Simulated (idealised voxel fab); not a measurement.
process module | voxel lift off
cross-section cut | 195 nm wide | cells 5 nm
A cross-section is a grid of square cells, given in bands from the top down. A band is one or more rows of cells.
Each band's line starts with the height of the band's top and of its bottom, in nm. Then come its materials from left to right, each with its width in nm. One material with "throughout" fills the band from edge to edge. "air" is empty space.
Height 0 is the level under which the wafer as received is all one material. The lowest band goes on downwards, as in "0 down".
A width such as "30 to 40" changes by the same amount from each row of cells to the next, from the band's top row to its bottom row.
"no change" after a step means that no cell of the cross-section changed.
closed voids: empty space of 8 cells or more with no open way to the top, each as width x height at its distance from the left edge, in nm
after a step's settings: what the simulator itself notes on the step
overlay nm, on a step with a mask: how far to the right of its planned place the mask lay; to the left if negative
plan
1 op RECEIVE | material Si
2 op CONFORMAL_DEP | material Al2O3 | thk nm 5
3 op PATTERN | tone open | mask id LINES | material resist | width nm 25 | pitch nm 50 | thk nm 30 | overlay nm 0
4 op DIRECTIONAL_DEP | material Ru | thk nm 15
5 op STRIP | etch materials resist
6 op CONFORMAL_DEP | material SiN | thk nm 10
first wafer, as planned
as received, after step 1
  0 down: Si throughout
  closed voids: none
after step 2
  5 to 0: Al2O3 throughout
  below 0: unchanged
after step 3
  35 to 5: resist 35 | air 25 | resist 25 | air 25 | resist 25 | air 25 | resist 35
  below 5: unchanged
after step 4
  50 to 35: Ru 35 | air 25 | Ru 25 | air 25 | Ru 25 | air 25 | Ru 35
  35 to 20: resist 35 | air 25 | resist 25 | air 25 | resist 25 | air 25 | resist 35
  20 to 5: resist 35 | Ru 25 | resist 25 | Ru 25 | resist 25 | Ru 25 | resist 35
  below 5: unchanged
after step 5
  20 to 5: air 35 | Ru 25 | air 25 | Ru 25 | air 25 | Ru 25 | air 35
  below 5: unchanged
after step 6
  30 to 20: air 25 | SiN 45 | air 5 | SiN 45 | air 5 | SiN 45 | air 25
  20 to 15: air 25 | SiN 10 | Ru 25 | SiN 10 | air 5 | SiN 10 | Ru 25 | SiN 10 | air 5 | SiN 10 | Ru 25 | SiN 10 | air 25
  15 to 5: SiN 35 | Ru 25 | SiN 25 | Ru 25 | SiN 25 | Ru 25 | SiN 35
  below 5: unchanged
second wafer: like start, like plan, one mistake. Through step 5 it matches the first wafer
when step 6 should have ended: no change
what went wrong: step 6 was left out
at the end the second wafer has, in cells: 114 fewer of SiN
